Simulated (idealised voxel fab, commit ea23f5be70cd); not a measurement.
process module | voxel lift off
cross-section cut | 205 nm wide | cells 5 nm
A cross-section is a grid of square cells, given in bands from the top down. A band is one or more rows of cells.
Each band's line starts with the height of the band's top and of its bottom, in nm. Then come its materials from left to right, each with its width in nm. One material with "throughout" fills the band from edge to edge. "air" is empty space.
Height 0 is the level under which the wafer as received is all one material. The lowest band goes on downwards, as in "0 down".
A width such as "30 to 40" changes by the same amount from each row of cells to the next, from the band's top row to its bottom row.
"no change" after a step means that no cell of the cross-section changed.
closed voids: empty space of 8 cells or more with no open way to the top, each as width x height at its distance from the left edge, in nm
after a step's settings: what the simulator itself notes on the step
overlay nm, on a step with a mask: how far to the right of its planned place the mask lay; to the left if negative
plan
1 op RECEIVE | material Si
2 op CONFORMAL_DEP | material Al2O3 | thk nm 15
3 op PATTERN | tone open | mask id LINES | material resist | width nm 30 | pitch nm 55 | thk nm 25 | overlay nm 0
4 op DIRECTIONAL_DEP | material Ru | thk nm 10
5 op STRIP | etch materials resist
6 op CONFORMAL_DEP | material SiN | thk nm 5
first wafer, as planned
as received, after step 1
  0 down: Si throughout
  closed voids: none
after step 2
  15 to 0: Al2O3 throughout
  below 0: unchanged
after step 3
  40 to 15: resist 60 | air 30 | resist 25 | air 30 | resist 60
  below 15: unchanged
after step 4
  50 to 40: Ru 60 | air 30 | Ru 25 | air 30 | Ru 60
  40 to 25: resist 60 | air 30 | resist 25 | air 30 | resist 60
  25 to 15: resist 60 | Ru 30 | resist 25 | Ru 30 | resist 60
  below 15: unchanged
after step 5
  25 to 15: air 60 | Ru 30 | air 25 | Ru 30 | air 60
  below 15: unchanged
after step 6
  30 to 25: air 55 | SiN 40 | air 15 | SiN 40 | air 55
  25 to 20: air 55 | SiN 5 | Ru 30 | SiN 5 | air 15 | SiN 5 | Ru 30 | SiN 5 | air 55
  20 to 15: SiN 60 | Ru 30 | SiN 25 | Ru 30 | SiN 60
  below 15: unchanged
second wafer: like start, like plan, one mistake. Through step 1 it matches the first wafer
when step 2 should have ended
  10 to 0: Al2O3 throughout
  below 0: unchanged
when step 3 should have ended
  35 to 10: resist 60 | air 30 | resist 25 | air 30 | resist 60
  below 10: unchanged
when step 4 should have ended
  45 to 35: Ru 60 | air 30 | Ru 25 | air 30 | Ru 60
  35 to 20: resist 60 | air 30 | resist 25 | air 30 | resist 60
  20 to 10: resist 60 | Ru 30 | resist 25 | Ru 30 | resist 60
  below 10: unchanged
when step 5 should have ended
  20 to 10: air 60 | Ru 30 | air 25 | Ru 30 | air 60
  below 10: unchanged
when step 6 should have ended
  25 to 20: air 55 | SiN 40 | air 15 | SiN 40 | air 55
  20 to 15: air 55 | SiN 5 | Ru 30 | SiN 5 | air 15 | SiN 5 | Ru 30 | SiN 5 | air 55
  15 to 10: SiN 60 | Ru 30 | SiN 25 | Ru 30 | SiN 60
  below 10: unchanged
what went wrong: step 2 ran as: op CONFORMAL_DEP | material Al2O3 | thk nm 10
at the end the second wafer has, in cells: 41 fewer of Al2O3
